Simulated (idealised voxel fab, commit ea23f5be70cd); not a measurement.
Documented hereafter: the process module known as voxel wiring stack.
In the cross-section labelled cut, the width is 240 nm and each square cell is 5 nm.
Cross-section layout: square cells on a grid; listed as bands, top to bottom; a band spans one or more cell rows. Each band's line starts with the height of the band's top and of its bottom, in nm. Then come its materials from left to right, each with its width in nm. One material with "throughout" fills the band from edge to edge. "empty" is empty space. For the purposes of this specification, 0 denotes the height below which the wafer in its as-received condition is composed wholly of one material, and the lowermost band, lacking a lower limit, extends downward without end, as expressed in "z 0 and below". With a width like "30->40", each row of cells in the band differs from the next by the same amount, the top row carrying the first number and the bottom row the second. Take "remained unchanged" at face value: in the step it is given for, the cross-section changed in none of its cells. You'll see "Completely enclosed voids" listing empty spaces that have no way open to the top, as long as they're 8 cells or more; the notation is width x height at distance, where the distance is from the left edge, and all of it is in nm. Post-settings text on a step line: simulator's own remark regarding the step. overlay nm: on a step with a mask, how far right of its planned place the mask lay; negative means left.
# Set out below are the planned steps of the process
1) RECEIVE with material Si
2) CONFORMAL_DEP with material SiO2, thk nm 15
3) DIRECTIONAL_DEP with material TiN, thk nm 5
4) DIRECTIONAL_DEP with material Ru, thk nm 20
5) MASKED_ETCH with tone cover, mask id METAL_1, width nm 25, pitch nm 40, etch materials Ru, depth nm 20, overlay nm 0
6) MASKED_ETCH with tone cover, mask id METAL_1, width nm 25, pitch nm 40, etch materials TiN, depth nm 5, overlay nm 0
7) FILL_DEP with material SiO2, thk nm 5
8) CMP with height nm 40
9) CONFORMAL_DEP with material SiCN, thk nm 5
10) DIRECTIONAL_DEP with material lowk, thk nm 15
11) MASKED_ETCH with tone open, mask id PLUG_1, width nm 15, pitch nm 40, etch materials lowk, depth nm 15, overlay nm 0
12) MASKED_ETCH with tone open, mask id PLUG_1, width nm 15, pitch nm 40, etch materials SiCN, depth nm 5, overlay nm 0
13) EPI with material Ru, thk nm 10
14) EPI with material Ru, thk nm 10
15) CONFORMAL_DEP with material SiN, thk nm 5
16) DIRECTIONAL_DEP with material SiO2, thk nm 15
17) DIRECTIONAL_DEP with material aC, thk nm 15
18) PATTERN with tone open, mask id METAL_2, material resist, width nm 25, pitch nm 40, thk nm 30, overlay nm 0
19) DIRECTIONAL_ETCH with etch materials aC, depth nm 15
20) STRIP with etch materials resist
21) DIRECTIONAL_ETCH with etch materials SiO2, depth nm 15
22) DIRECTIONAL_ETCH with etch materials SiN, depth nm 5
23) STRIP with etch materials aC
24) CONFORMAL_DEP with material TiN, thk nm 5
25) FILL_DEP with material Cu, thk nm 5
26) CMP with height nm 80
27) CONFORMAL_DEP with material SiCN, thk nm 5
28) DIRECTIONAL_DEP with material SiO2, thk nm 25
29) MASKED_ETCH with tone open, mask id METAL_3_HOLES, width nm 15, etch materials SiO2, depth nm 25, overlay nm 0
30) DIRECTIONAL_DEP with material aC, thk nm 15
31) PATTERN with tone open, mask id METAL_3, material resist, width nm 25, pitch nm 40, thk nm 30, overlay nm 0
32) DIRECTIONAL_ETCH with etch materials aC, depth nm 15
33) STRIP with etch materials resist
34) DIRECTIONAL_ETCH with etch materials SiO2, depth nm 15
35) DIRECTIONAL_ETCH with etch materials SiCN, depth nm 5
36) STRIP with etch materials aC
37) CONFORMAL_DEP with material TiN, thk nm 5
38) FILL_DEP with material Ru, thk nm 10
39) CMP with height nm 110
40) CONFORMAL_DEP with material SiCN, thk nm 5
41) DIRECTIONAL_DEP with material SiO2, thk nm 30
42) PATTERN with tone open, mask id METAL_4, material resist, width nm 25, pitch nm 40, thk nm 20, overlay nm 0
43) DIRECTIONAL_ETCH with etch materials SiO2, depth nm 20
44) STRIP with etch materials resist
45) MASKED_ETCH with tone open, mask id METAL_4_HOLES, width nm 15, pitch nm 40, etch materials SiO2, depth nm 10, overlay nm 0
46) MASKED_ETCH with tone open, mask id METAL_4_HOLES, width nm 15, pitch nm 40, etch materials SiCN, depth nm 5, overlay nm 0
47) CONFORMAL_DEP with material TiN, thk nm 5
48) FILL_DEP with material Cu, thk nm 5
49) CMP with height nm 145
50) CONFORMAL_DEP with material SiN, thk nm 5
# Account of the first of two wafers, which was processed as intended
# Here's what the wafer looked like in cross-section when it arrived - that's after step 1
z 0 and below  Si throughout
Completely enclosed voids: none
# State of the wafer after step 2, shown in cross-section
z 15 to 0  SiO2 throughout
No changes below 0.
# State of the wafer after step 3, shown in cross-section
z 20 to 15  TiN throughout
No changes below 15.
# State of the wafer after step 4, shown in cross-section
z 40 to 20  Ru throughout
No changes below 20.
# State of the wafer after step 5, shown in cross-section
z 40 to 20  empty (85) / Ru (25) / empty (15) / Ru (25) / empty (90)
No changes below 20.
# State of the wafer after step 6, shown in cross-section
z 40 to 20  empty (85) / Ru (25) / empty (15) / Ru (25) / empty (90)
z 20 to 15  empty (85) / TiN (25) / empty (15) / TiN (25) / empty (90)
No changes below 15.
# State of the wafer after step 7, shown in cross-section
z 45 to 40  SiO2 throughout
z 40 to 20  SiO2 (85) / Ru (25) / SiO2 (15) / Ru (25) / SiO2 (90)
z 20 to 15  SiO2 (85) / TiN (25) / SiO2 (15) / TiN (25) / SiO2 (90)
No changes below 15.
# State of the wafer after step 8, shown in cross-section
z 40 to 20  SiO2 (85) / Ru (25) / SiO2 (15) / Ru (25) / SiO2 (90)
No changes below 20.
# State of the wafer after step 9, shown in cross-section
z 45 to 40  SiCN throughout
No changes below 40.
# State of the wafer after step 10, shown in cross-section
z 60 to 45  lowk throughout
No changes below 45.
# State of the wafer after step 11, shown in cross-section
z 60 to 45  lowk (85) / empty (15) / lowk (25) / empty (15) / lowk (100)
No changes below 45.
# State of the wafer after step 12, shown in cross-section
z 60 to 45  lowk (85) / empty (15) / lowk (25) / empty (15) / lowk (100)
z 45 to 40  SiCN (85) / empty (15) / SiCN (25) / empty (15) / SiCN (100)
No changes below 40.
# State of the wafer after step 13, shown in cross-section
z 60 to 50  lowk (85) / empty (15) / lowk (25) / empty (15) / lowk (100)
z 50 to 45  lowk (85) / Ru (15) / lowk (25) / Ru (15) / lowk (100)
z 45 to 40  SiCN (85) / Ru (15) / SiCN (25) / Ru (15) / SiCN (100)
No changes below 40.
# State of the wafer after step 14, shown in cross-section
z 60 to 45  lowk (85) / Ru (15) / lowk (25) / Ru (15) / lowk (100)
No changes below 45.
# State of the wafer after step 15, shown in cross-section
z 65 to 60  SiN throughout
No changes below 60.
# State of the wafer after step 16, shown in cross-section
z 80 to 65  SiO2 throughout
No changes below 65.
# State of the wafer after step 17, shown in cross-section
z 95 to 80  aC throughout
No changes below 80.
# State of the wafer after step 18, shown in cross-section
z 125 to 95  resist (85) / empty (25) / resist (15) / empty (25) / resist (90)
No changes below 95.
# State of the wafer after step 19, shown in cross-section
z 110 to 95  resist (85) / empty (25) / resist (15) / empty (25) / resist (90)
z 95 to 80  aC (85) / empty (25) / aC (15) / empty (25) / aC (90)
No changes below 80.
# State of the wafer after step 20, shown in cross-section
z 95 to 80  aC (85) / empty (25) / aC (15) / empty (25) / aC (90)
No changes below 80.
# State of the wafer after step 21, shown in cross-section
z 95 to 80  aC (85) / empty (25) / aC (15) / empty (25) / aC (90)
z 80 to 65  SiO2 (85) / empty (25) / SiO2 (15) / empty (25) / SiO2 (90)
No changes below 65.
# State of the wafer after step 22, shown in cross-section
z 95 to 80  aC (85) / empty (25) / aC (15) / empty (25) / aC (90)
z 80 to 65  SiO2 (85) / empty (25) / SiO2 (15) / empty (25) / SiO2 (90)
z 65 to 60  SiN (85) / empty (25) / SiN (15) / empty (25) / SiN (90)
No changes below 60.
# State of the wafer after step 23, shown in cross-section
z 80 to 65  SiO2 (85) / empty (25) / SiO2 (15) / empty (25) / SiO2 (90)
No changes below 65.
# State of the wafer after step 24, shown in cross-section
z 85 to 80  TiN (90) / empty (15) / TiN (25) / empty (15) / TiN (95)
z 80 to 65  SiO2 (85) / TiN (5) / empty (15) / TiN (5) / SiO2 (15) / TiN (5) / empty (15) / TiN (5) / SiO2 (90)
z 65 to 60  SiN (85) / TiN (25) / SiN (15) / TiN (25) / SiN (90)
No changes below 60.
# State of the wafer after step 25, shown in cross-section
z 90 to 85  Cu throughout
z 85 to 80  TiN (90) / Cu (15) / TiN (25) / Cu (15) / TiN (95)
z 80 to 65  SiO2 (85) / TiN (5) / Cu (15) / TiN (5) / SiO2 (15) / TiN (5) / Cu (15) / TiN (5) / SiO2 (90)
No changes below 65.
# State of the wafer after step 26, shown in cross-section
z 80 to 65  SiO2 (85) / TiN (5) / Cu (15) / TiN (5) / SiO2 (15) / TiN (5) / Cu (15) / TiN (5) / SiO2 (90)
No changes below 65.
# State of the wafer after step 27, shown in cross-section
z 85 to 80  SiCN throughout
No changes below 80.
# State of the wafer after step 28, shown in cross-section
z 110 to 85  SiO2 throughout
No changes below 85.
# State of the wafer after step 29, shown in cross-section
z 110 to 85  SiO2 (85) / empty (15) / SiO2 (140)
No changes below 85.
# State of the wafer after step 30, shown in cross-section
z 125 to 110  aC (85) / empty (15) / aC (140)
z 110 to 100  SiO2 (85) / empty (15) / SiO2 (140)
z 100 to 85  SiO2 (85) / aC (15) / SiO2 (140)
No changes below 85.
# State of the wafer after step 31, shown in cross-section
z 155 to 125  resist (85) / empty (25) / resist (15) / empty (25) / resist (90)
No changes below 125.
# State of the wafer after step 32, shown in cross-section
z 140 to 125  resist (85) / empty (25) / resist (15) / empty (25) / resist (90)
z 125 to 110  aC (85) / empty (25) / aC (15) / empty (25) / aC (90)
z 110 to 85  SiO2 (85) / empty (15) / SiO2 (140)
No changes below 85.
# State of the wafer after step 33, shown in cross-section
z 125 to 110  aC (85) / empty (25) / aC (15) / empty (25) / aC (90)
No changes below 110.
# State of the wafer after step 34, shown in cross-section
z 125 to 110  aC (85) / empty (25) / aC (15) / empty (25) / aC (90)
z 110 to 95  SiO2 (85) / empty (25) / SiO2 (15) / empty (25) / SiO2 (90)
No changes below 95.
# State of the wafer after step 35, shown in cross-section
z 125 to 110  aC (85) / empty (25) / aC (15) / empty (25) / aC (90)
z 110 to 95  SiO2 (85) / empty (25) / SiO2 (15) / empty (25) / SiO2 (90)
z 95 to 85  SiO2 (85) / empty (15) / SiO2 (140)
z 85 to 80  SiCN (85) / empty (15) / SiCN (140)
No changes below 80.
# State of the wafer after step 36, shown in cross-section
z 110 to 95  SiO2 (85) / empty (25) / SiO2 (15) / empty (25) / SiO2 (90)
No changes below 95.
# State of the wafer after step 37, shown in cross-section
z 115 to 110  TiN (90) / empty (15) / TiN (25) / empty (15) / TiN (95)
z 110 to 100  SiO2 (85) / TiN (5) / empty (15) / TiN (5) / SiO2 (15) / TiN (5) / empty (15) / TiN (5) / SiO2 (90)
z 100 to 95  SiO2 (85) / TiN (5) / empty (5) / TiN (15) / SiO2 (15) / TiN (25) / SiO2 (90)
z 95 to 85  SiO2 (85) / TiN (5) / empty (5) / TiN (5) / SiO2 (140)
z 85 to 80  SiCN (85) / TiN (15) / SiCN (140)
No changes below 80.
# State of the wafer after step 38, shown in cross-section
z 125 to 115  Ru throughout
z 115 to 110  TiN (90) / Ru (15) / TiN (25) / Ru (15) / TiN (95)
z 110 to 100  SiO2 (85) / TiN (5) / Ru (15) / TiN (5) / SiO2 (15) / TiN (5) / Ru (15) / TiN (5) / SiO2 (90)
z 100 to 95  SiO2 (85) / TiN (5) / Ru (5) / TiN (15) / SiO2 (15) / TiN (25) / SiO2 (90)
z 95 to 85  SiO2 (85) / TiN (5) / Ru (5) / TiN (5) / SiO2 (140)
No changes below 85.
# State of the wafer after step 39, shown in cross-section
z 110 to 100  SiO2 (85) / TiN (5) / Ru (15) / TiN (5) / SiO2 (15) / TiN (5) / Ru (15) / TiN (5) / SiO2 (90)
No changes below 100.
# State of the wafer after step 40, shown in cross-section
z 115 to 110  SiCN throughout
No changes below 110.
# State of the wafer after step 41, shown in cross-section
z 145 to 115  SiO2 throughout
No changes below 115.
# State of the wafer after step 42, shown in cross-section
z 165 to 145  resist (85) / empty (25) / resist (15) / empty (25) / resist (90)
No changes below 145.
# State of the wafer after step 43, shown in cross-section
z 165 to 145  resist (85) / empty (25) / resist (15) / empty (25) / resist (90)
z 145 to 125  SiO2 (85) / empty (25) / SiO2 (15) / empty (25) / SiO2 (90)
No changes below 125.
# State of the wafer after step 44, shown in cross-section
z 145 to 125  SiO2 (85) / empty (25) / SiO2 (15) / empty (25) / SiO2 (90)
No changes below 125.
# State of the wafer after step 45, shown in cross-section
z 145 to 125  SiO2 (85) / empty (25) / SiO2 (15) / empty (25) / SiO2 (90)
z 125 to 115  SiO2 (85) / empty (15) / SiO2 (25) / empty (15) / SiO2 (100)
No changes below 115.
# State of the wafer after step 46, shown in cross-section
z 145 to 125  SiO2 (85) / empty (25) / SiO2 (15) / empty (25) / SiO2 (90)
z 125 to 115  SiO2 (85) / empty (15) / SiO2 (25) / empty (15) / SiO2 (100)
z 115 to 110  SiCN (85) / empty (15) / SiCN (25) / empty (15) / SiCN (100)
No changes below 110.
# State of the wafer after step 47, shown in cross-section
z 150 to 145  TiN (90) / empty (15) / TiN (25) / empty (15) / TiN (95)
z 145 to 130  SiO2 (85) / TiN (5) / empty (15) / TiN (5) / SiO2 (15) / TiN (5) / empty (15) / TiN (5) / SiO2 (90)
z 130 to 125  SiO2 (85) / TiN (5) / empty (5) / TiN (15) / SiO2 (15) / TiN (5) / empty (5) / TiN (15) / SiO2 (90)
z 125 to 115  SiO2 (85) / TiN (5) / empty (5) / TiN (5) / SiO2 (25) / TiN (5) / empty (5) / TiN (5) / SiO2 (100)
z 115 to 110  SiCN (85) / TiN (15) / SiCN (25) / TiN (15) / SiCN (100)
No changes below 110.
# State of the wafer after step 48, shown in cross-section
z 155 to 150  Cu throughout
z 150 to 145  TiN (90) / Cu (15) / TiN (25) / Cu (15) / TiN (95)
z 145 to 130  SiO2 (85) / TiN (5) / Cu (15) / TiN (5) / SiO2 (15) / TiN (5) / Cu (15) / TiN (5) / SiO2 (90)
z 130 to 125  SiO2 (85) / TiN (5) / Cu (5) / TiN (15) / SiO2 (15) / TiN (5) / Cu (5) / TiN (15) / SiO2 (90)
z 125 to 115  SiO2 (85) / TiN (5) / Cu (5) / TiN (5) / SiO2 (25) / TiN (5) / Cu (5) / TiN (5) / SiO2 (100)
No changes below 115.
# State of the wafer after step 49, shown in cross-section
z 145 to 130  SiO2 (85) / TiN (5) / Cu (15) / TiN (5) / SiO2 (15) / TiN (5) / Cu (15) / TiN (5) / SiO2 (90)
No changes below 130.
# State of the wafer after step 50, shown in cross-section
z 150 to 145  SiN throughout
No changes below 145.
# Second wafer, same starting conditions and recipe as the first, one mistake in executing it, nothing differs from the first up to and including step 14
# Second wafer, cut view, end of step 15 per plan
z 75 to 60  SiO2 throughout
No changes below 60.
# Second wafer, cut view, end of step 16 per plan
z 80 to 75  SiN throughout
No changes below 75.
# Second wafer, cut view, end of step 17 per plan
z 95 to 80  aC throughout
No changes below 80.
# Second wafer, cut view, end of step 18 per plan
z 125 to 95  resist (85) / empty (25) / resist (15) / empty (25) / resist (90)
No changes below 95.
# Second wafer, cut view, end of step 19 per plan
z 110 to 95  resist (85) / empty (25) / resist (15) / empty (25) / resist (90)
z 95 to 80  aC (85) / empty (25) / aC (15) / empty (25) / aC (90)
No changes below 80.
# Second wafer, cut view, end of step 20 per plan
z 95 to 80  aC (85) / empty (25) / aC (15) / empty (25) / aC (90)
No changes below 80.
Second wafer, cut view, end of step 21 per plan: remained unchanged
# Second wafer, cut view, end of step 22 per plan
z 95 to 80  aC (85) / empty (25) / aC (15) / empty (25) / aC (90)
z 80 to 75  SiN (85) / empty (25) / SiN (15) / empty (25) / SiN (90)
No changes below 75.
# Second wafer, cut view, end of step 23 per plan
z 80 to 75  SiN (85) / empty (25) / SiN (15) / empty (25) / SiN (90)
No changes below 75.
# Second wafer, cut view, end of step 24 per plan
z 85 to 80  TiN (90) / empty (15) / TiN (25) / empty (15) / TiN (95)
z 80 to 75  SiN (85) / TiN (25) / SiN (15) / TiN (25) / SiN (90)
No changes below 75.
# Second wafer, cut view, end of step 25 per plan
z 90 to 85  Cu throughout
z 85 to 80  TiN (90) / Cu (15) / TiN (25) / Cu (15) / TiN (95)
No changes below 80.
# Second wafer, cut view, end of step 26 per plan
z 80 to 75  SiN (85) / TiN (25) / SiN (15) / TiN (25) / SiN (90)
No changes below 75.
# Second wafer, cut view, end of step 27 per plan
z 85 to 80  SiCN throughout
No changes below 80.
# Second wafer, cut view, end of step 28 per plan
z 110 to 85  SiO2 throughout
No changes below 85.
# Second wafer, cut view, end of step 29 per plan
z 110 to 85  SiO2 (85) / empty (15) / SiO2 (140)
No changes below 85.
# Second wafer, cut view, end of step 30 per plan
z 125 to 110  aC (85) / empty (15) / aC (140)
z 110 to 100  SiO2 (85) / empty (15) / SiO2 (140)
z 100 to 85  SiO2 (85) / aC (15) / SiO2 (140)
No changes below 85.
# Second wafer, cut view, end of step 31 per plan
z 155 to 125  resist (85) / empty (25) / resist (15) / empty (25) / resist (90)
No changes below 125.
# Second wafer, cut view, end of step 32 per plan
z 140 to 125  resist (85) / empty (25) / resist (15) / empty (25) / resist (90)
z 125 to 110  aC (85) / empty (25) / aC (15) / empty (25) / aC (90)
z 110 to 85  SiO2 (85) / empty (15) / SiO2 (140)
No changes below 85.
# Second wafer, cut view, end of step 33 per plan
z 125 to 110  aC (85) / empty (25) / aC (15) / empty (25) / aC (90)
No changes below 110.
# Second wafer, cut view, end of step 34 per plan
z 125 to 110  aC (85) / empty (25) / aC (15) / empty (25) / aC (90)
z 110 to 95  SiO2 (85) / empty (25) / SiO2 (15) / empty (25) / SiO2 (90)
No changes below 95.
# Second wafer, cut view, end of step 35 per plan
z 125 to 110  aC (85) / empty (25) / aC (15) / empty (25) / aC (90)
z 110 to 95  SiO2 (85) / empty (25) / SiO2 (15) / empty (25) / SiO2 (90)
z 95 to 85  SiO2 (85) / empty (15) / SiO2 (140)
z 85 to 80  SiCN (85) / empty (15) / SiCN (140)
No changes below 80.
# Second wafer, cut view, end of step 36 per plan
z 110 to 95  SiO2 (85) / empty (25) / SiO2 (15) / empty (25) / SiO2 (90)
No changes below 95.
# Second wafer, cut view, end of step 37 per plan
z 115 to 110  TiN (90) / empty (15) / TiN (25) / empty (15) / TiN (95)
z 110 to 100  SiO2 (85) / TiN (5) / empty (15) / TiN (5) / SiO2 (15) / TiN (5) / empty (15) / TiN (5) / SiO2 (90)
z 100 to 95  SiO2 (85) / TiN (5) / empty (5) / TiN (15) / SiO2 (15) / TiN (25) / SiO2 (90)
z 95 to 85  SiO2 (85) / TiN (5) / empty (5) / TiN (5) / SiO2 (140)
z 85 to 80  SiCN (85) / TiN (15) / SiCN (140)
No changes below 80.
# Second wafer, cut view, end of step 38 per plan
z 125 to 115  Ru throughout
z 115 to 110  TiN (90) / Ru (15) / TiN (25) / Ru (15) / TiN (95)
z 110 to 100  SiO2 (85) / TiN (5) / Ru (15) / TiN (5) / SiO2 (15) / TiN (5) / Ru (15) / TiN (5) / SiO2 (90)
z 100 to 95  SiO2 (85) / TiN (5) / Ru (5) / TiN (15) / SiO2 (15) / TiN (25) / SiO2 (90)
z 95 to 85  SiO2 (85) / TiN (5) / Ru (5) / TiN (5) / SiO2 (140)
No changes below 85.
# Second wafer, cut view, end of step 39 per plan
z 110 to 100  SiO2 (85) / TiN (5) / Ru (15) / TiN (5) / SiO2 (15) / TiN (5) / Ru (15) / TiN (5) / SiO2 (90)
No changes below 100.
# Second wafer, cut view, end of step 40 per plan
z 115 to 110  SiCN throughout
No changes below 110.
# Second wafer, cut view, end of step 41 per plan
z 145 to 115  SiO2 throughout
No changes below 115.
# Second wafer, cut view, end of step 42 per plan
z 165 to 145  resist (85) / empty (25) / resist (15) / empty (25) / resist (90)
No changes below 145.
# Second wafer, cut view, end of step 43 per plan
z 165 to 145  resist (85) / empty (25) / resist (15) / empty (25) / resist (90)
z 145 to 125  SiO2 (85) / empty (25) / SiO2 (15) / empty (25) / SiO2 (90)
No changes below 125.
# Second wafer, cut view, end of step 44 per plan
z 145 to 125  SiO2 (85) / empty (25) / SiO2 (15) / empty (25) / SiO2 (90)
No changes below 125.
# Second wafer, cut view, end of step 45 per plan
z 145 to 125  SiO2 (85) / empty (25) / SiO2 (15) / empty (25) / SiO2 (90)
z 125 to 115  SiO2 (85) / empty (15) / SiO2 (25) / empty (15) / SiO2 (100)
No changes below 115.
# Second wafer, cut view, end of step 46 per plan
z 145 to 125  SiO2 (85) / empty (25) / SiO2 (15) / empty (25) / SiO2 (90)
z 125 to 115  SiO2 (85) / empty (15) / SiO2 (25) / empty (15) / SiO2 (100)
z 115 to 110  SiCN (85) / empty (15) / SiCN (25) / empty (15) / SiCN (100)
No changes below 110.
# Second wafer, cut view, end of step 47 per plan
z 150 to 145  TiN (90) / empty (15) / TiN (25) / empty (15) / TiN (95)
z 145 to 130  SiO2 (85) / TiN (5) / empty (15) / TiN (5) / SiO2 (15) / TiN (5) / empty (15) / TiN (5) / SiO2 (90)
z 130 to 125  SiO2 (85) / TiN (5) / empty (5) / TiN (15) / SiO2 (15) / TiN (5) / empty (5) / TiN (15) / SiO2 (90)
z 125 to 115  SiO2 (85) / TiN (5) / empty (5) / TiN (5) / SiO2 (25) / TiN (5) / empty (5) / TiN (5) / SiO2 (100)
z 115 to 110  SiCN (85) / TiN (15) / SiCN (25) / TiN (15) / SiCN (100)
No changes below 110.
# Second wafer, cut view, end of step 48 per plan
z 155 to 150  Cu throughout
z 150 to 145  TiN (90) / Cu (15) / TiN (25) / Cu (15) / TiN (95)
z 145 to 130  SiO2 (85) / TiN (5) / Cu (15) / TiN (5) / SiO2 (15) / TiN (5) / Cu (15) / TiN (5) / SiO2 (90)
z 130 to 125  SiO2 (85) / TiN (5) / Cu (5) / TiN (15) / SiO2 (15) / TiN (5) / Cu (5) / TiN (15) / SiO2 (90)
z 125 to 115  SiO2 (85) / TiN (5) / Cu (5) / TiN (5) / SiO2 (25) / TiN (5) / Cu (5) / TiN (5) / SiO2 (100)
No changes below 115.
# Second wafer, cut view, end of step 49 per plan
z 145 to 130  SiO2 (85) / TiN (5) / Cu (15) / TiN (5) / SiO2 (15) / TiN (5) / Cu (15) / TiN (5) / SiO2 (90)
No changes below 130.
# Second wafer, cut view, end of step 50 per plan
z 150 to 145  SiN throughout
No changes below 145.
It is concluded that the wafer was processed incorrectly with respect to the plan, in that a sequencing error occurred in which plan steps 15 and 16 were transposed
Materials where the second wafer ends with more or fewer cells than the first: 18 fewer of Cu, 30 more of SiO2, 12 fewer of TiN
